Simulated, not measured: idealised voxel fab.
Module name: voxel released beams (process module)
It is cross-section cut that appears here, measuring 300 nm in width, its square cells being 5 nm in size.
In what follows, cross-sections appear as grids of square cells, described through bands that run from the top down, where every band is one or more rows of cells.
Band: top height; bottom height; in nm. Then, left to right: material with width in nm, for each material. "full width": a single material spanning edge to edge. "blank": empty space.
The reference from which all heights are counted is 0, the level beneath which the as-received wafer is entirely one material; the lowest band, having no lower bound, proceeds downward and is written after the example "top 0, no bottom".
You'd read "30->40" like this: the band's top row of cells is as wide as the first number, its bottom row is as wide as the second, and going down, every row changes width by the same amount as the row before did.
"no change" after a step means that no cell of the cross-section changed.
Voids not open to the top, 8 cells minimum: see "Completely sealed voids". Written width x height at distance; distance is from the left edge; nm.
Post-settings text on a step line: simulator's own remark regarding the step.
overlay nm: how far to the right of its planned place the mask lay on this masked step (negative: to the left).

HERE'S WHAT THE PLANNED PROCESS STEPS LOOK LIKE
1 op RECEIVE | material Si
2 op CONFORMAL_DEP | material Al2O3 | thk nm 10
3 op DIRECTIONAL_DEP | material SiO2 | thk nm 10
4 op DIRECTIONAL_DEP | material aC | thk nm 10
5 op PATTERN | tone open | mask id ANCHOR | material resist | width nm 40 | thk nm 25 | overlay nm 0
6 op DIRECTIONAL_ETCH | etch materials aC | depth nm 10
7 op STRIP | etch materials resist
8 op DIRECTIONAL_ETCH | etch materials SiO2 | depth nm 10
9 op STRIP | etch materials aC
10 op CONFORMAL_DEP | material SiN | thk nm 15
11 op DIRECTIONAL_DEP | material aC | thk nm 15
12 op PATTERN | tone cover | mask id BEAM | material resist | width nm 100 | thk nm 30 | overlay nm 0
13 op DIRECTIONAL_ETCH | etch materials aC | depth nm 15
14 op STRIP | etch materials resist
15 op DIRECTIONAL_ETCH | etch materials SiN | depth nm 15
16 op STRIP | etch materials aC
17 op STRIP | etch materials SiO2

ACCOUNT OF THE FIRST OF TWO WAFERS, WHICH WAS PROCESSED AS INTENDED

STEP 1 COMPLETE: CROSS-SECTION OF THE WAFER AS RECEIVED
* top 0, no bottom | Si full width
* Completely sealed voids: none

WAFER SECTION VIEW AFTER PROCESSING STEP 2
* top 10, bottom 0 | Al2O3 full width
* Below 0 it's all the same as before, nothing changed down there.

WAFER SECTION VIEW AFTER PROCESSING STEP 3
* top 20, bottom 10 | SiO2 full width
* Below 10 it's all the same as before, nothing changed down there.

WAFER SECTION VIEW AFTER PROCESSING STEP 4
* top 30, bottom 20 | aC full width
* Below 20 it's all the same as before, nothing changed down there.

WAFER SECTION VIEW AFTER PROCESSING STEP 5
* top 55, bottom 30 | resist (100)  blank (40)  resist (160)
* Below 30 it's all the same as before, nothing changed down there.

WAFER SECTION VIEW AFTER PROCESSING STEP 6
* top 45, bottom 30 | resist (100)  blank (40)  resist (160)
* top 30, bottom 20 | aC (100)  blank (40)  aC (160)
* Below 20 it's all the same as before, nothing changed down there.

WAFER SECTION VIEW AFTER PROCESSING STEP 7
* top 30, bottom 20 | aC (100)  blank (40)  aC (160)
* Below 20 it's all the same as before, nothing changed down there.

WAFER SECTION VIEW AFTER PROCESSING STEP 8
* top 30, bottom 20 | aC (100)  blank (40)  aC (160)
* top 20, bottom 10 | SiO2 (100)  blank (40)  SiO2 (160)
* Below 10 it's all the same as before, nothing changed down there.

WAFER SECTION VIEW AFTER PROCESSING STEP 9
* top 20, bottom 10 | SiO2 (100)  blank (40)  SiO2 (160)
* Below 10 it's all the same as before, nothing changed down there.

WAFER SECTION VIEW AFTER PROCESSING STEP 10
* top 35, bottom 25 | SiN (115)  blank (10)  SiN (175)
* top 25, bottom 20 | SiN full width
* top 20, bottom 10 | SiO2 (100)  SiN (40)  SiO2 (160)
* Below 10 it's all the same as before, nothing changed down there.

WAFER SECTION VIEW AFTER PROCESSING STEP 11
* top 50, bottom 40 | aC (115)  blank (10)  aC (175)
* top 40, bottom 35 | aC full width
* top 35, bottom 25 | SiN (115)  aC (10)  SiN (175)
* Below 25 it's all the same as before, nothing changed down there.

WAFER SECTION VIEW AFTER PROCESSING STEP 12
* top 80, bottom 50 | blank (95)  resist (100)  blank (105)
* top 50, bottom 40 | aC (115)  resist (10)  aC (175)
* Below 40 it's all the same as before, nothing changed down there.

WAFER SECTION VIEW AFTER PROCESSING STEP 13
* top 65, bottom 50 | blank (95)  resist (100)  blank (105)
* top 50, bottom 40 | blank (95)  aC (20)  resist (10)  aC (70)  blank (105)
* top 40, bottom 35 | blank (95)  aC (100)  blank (105)
* Below 35 it's all the same as before, nothing changed down there.

WAFER SECTION VIEW AFTER PROCESSING STEP 14
* top 50, bottom 40 | blank (95)  aC (20)  blank (10)  aC (70)  blank (105)
* Below 40 it's all the same as before, nothing changed down there.

WAFER SECTION VIEW AFTER PROCESSING STEP 15
* top 50, bottom 40 | blank (95)  aC (20)  blank (10)  aC (70)  blank (105)
* top 40, bottom 35 | blank (95)  aC (100)  blank (105)
* top 35, bottom 25 | blank (95)  SiN (20)  aC (10)  SiN (70)  blank (105)
* top 25, bottom 20 | blank (95)  SiN (100)  blank (105)
* Below 20 it's all the same as before, nothing changed down there.

WAFER SECTION VIEW AFTER PROCESSING STEP 16
* top 35, bottom 25 | blank (95)  SiN (20)  blank (10)  SiN (70)  blank (105)
* Below 25 it's all the same as before, nothing changed down there.

WAFER SECTION VIEW AFTER PROCESSING STEP 17
* top 35, bottom 25 | blank (95)  SiN (20)  blank (10)  SiN (70)  blank (105)
* top 25, bottom 20 | blank (95)  SiN (100)  blank (105)
* top 20, bottom 10 | blank (100)  SiN (40)  blank (160)
* Below 10 it's all the same as before, nothing changed down there.

REGARDING THE SECOND OF THE TWO WAFERS: IT SHARED THE FIRST WAFER'S STARTING CONDITION AND PROCESS PLAN, YET ONE ERROR OCCURRED DURING ITS EXECUTION. ITS HISTORY COINCIDES WITH THAT OF THE FIRST WAFER UP TO AND INCLUDING STEP 9

SECOND WAFER SHOWN IN CROSS-SECTION AT THE TIME STEP 10 WAS SLATED TO END
* top 50, bottom 20 | SiN full width
* top 20, bottom 10 | SiO2 (100)  SiN (40)  SiO2 (160)
* Below 10 it's all the same as before, nothing changed down there.

SECOND WAFER SHOWN IN CROSS-SECTION AT THE TIME STEP 11 WAS SLATED TO END
* top 65, bottom 50 | aC full width
* Below 50 it's all the same as before, nothing changed down there.

SECOND WAFER SHOWN IN CROSS-SECTION AT THE TIME STEP 12 WAS SLATED TO END
* top 95, bottom 65 | blank (95)  resist (100)  blank (105)
* Below 65 it's all the same as before, nothing changed down there.

SECOND WAFER SHOWN IN CROSS-SECTION AT THE TIME STEP 13 WAS SLATED TO END
* top 80, bottom 65 | blank (95)  resist (100)  blank (105)
* top 65, bottom 50 | blank (95)  aC (100)  blank (105)
* Below 50 it's all the same as before, nothing changed down there.

SECOND WAFER SHOWN IN CROSS-SECTION AT THE TIME STEP 14 WAS SLATED TO END
* top 65, bottom 50 | blank (95)  aC (100)  blank (105)
* Below 50 it's all the same as before, nothing changed down there.

SECOND WAFER SHOWN IN CROSS-SECTION AT THE TIME STEP 15 WAS SLATED TO END
* top 65, bottom 50 | blank (95)  aC (100)  blank (105)
* top 50, bottom 35 | blank (95)  SiN (100)  blank (105)
* Below 35 it's all the same as before, nothing changed down there.

SECOND WAFER SHOWN IN CROSS-SECTION AT THE TIME STEP 16 WAS SLATED TO END
* top 50, bottom 35 | blank (95)  SiN (100)  blank (105)
* Below 35 it's all the same as before, nothing changed down there.

Second wafer shown in cross-section at the time step 17 was slated to end: no change
Deviation noted in wafer processing: plan step 10 was twice executed
Heads up, by the end the second wafer has more or fewer cells of some materials compared to the first: SiN: 184 more, SiO2: 104 more
